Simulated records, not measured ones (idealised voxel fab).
The document below concerns the process module designated voxel fin reveal.
215 nm wide, 5 nm square cells: that's cross-section cut.
Cross-sections here: square-cell grids, written as top-down lists of bands, a band being one or more rows of cells. A band entry consists of two parts. The first gives the height of the band's top and the height of its bottom, in nm. The rest lists the band's materials from left to right, each with its width in nm. A single material labelled with the word "all across" fills the band from edge to edge, and the word "air" marks empty space. The level at which height equals 0 is the one under which the wafer, as it arrives, is entirely one material. No lower edge exists for the bottom band, which continues downward and is notated as in "from 0 down". Note: "30..40" means the width goes from the first number (top row of the band) to the second number (bottom row) in equal steps per row of cells. "remains unaltered" after a step means that no cell of the cross-section changed. Enclosed voids (no open way to top), threshold 8 cells or more, entry "Closed empty spaces", notation width x height at distance, distance from left edge, nm. What comes after the settings on a step's line is commentary from the simulator itself on that step. "overlay nm", when on a step's line for a step with a mask, measures how far to the right of its planned place the mask lay; a negative measure means to the left.

## The following list gives the planned process steps
1 RECEIVE, material Si
2 CONFORMAL_DEP, material SiN, thk nm 5
3 PATTERN, tone cover, mask id FINS, material resist, width nm 15, pitch nm 40, thk nm 15, overlay nm 0
4 DIRECTIONAL_ETCH, etch materials SiN, depth nm 5
5 DIRECTIONAL_ETCH, etch materials Si, depth nm 40
6 STRIP, etch materials resist
7 FILL_DEP, material SiO2, thk nm 15
8 CMP, height nm 5
9 SELECTIVE_ETCH, etch materials SiO2, depth nm 15
10 STRIP, etch materials SiN

## Cross-sectional view of the wafer in its as-received condition, corresponding to the state after step 1
- from 0 down: Si all across
- Closed empty spaces: none

## Module complete - cross-section of the first of two wafers, run according to plan
- from 0 to -10: 60 nm air; 15 nm Si; 25 nm air; 15 nm Si; 25 nm air; 15 nm Si; 60 nm air
- from -10 to -40: 60 nm SiO2; 15 nm Si; 25 nm SiO2; 15 nm Si; 25 nm SiO2; 15 nm Si; 60 nm SiO2
- from -40 down: Si all across
- Closed empty spaces: none

## Wafer two, end of module, cross-section. Same start, same plan as wafer one. One mistake in the run
- from -5 to -20: 60 nm air; 15 nm Si; 25 nm air; 15 nm Si; 25 nm air; 15 nm Si; 60 nm air
- from -20 to -40: 60 nm SiO2; 15 nm Si; 25 nm SiO2; 15 nm Si; 25 nm SiO2; 15 nm Si; 60 nm SiO2
- from -40 down: Si all across
- Closed empty spaces: none
Against the plan, the run slipped here: step 8 ran as: CMP, height nm -5
The closing comparison, in cells, has the second wafer with more or fewer of some materials than the first: 9 fewer of Si; 68 fewer of SiO2
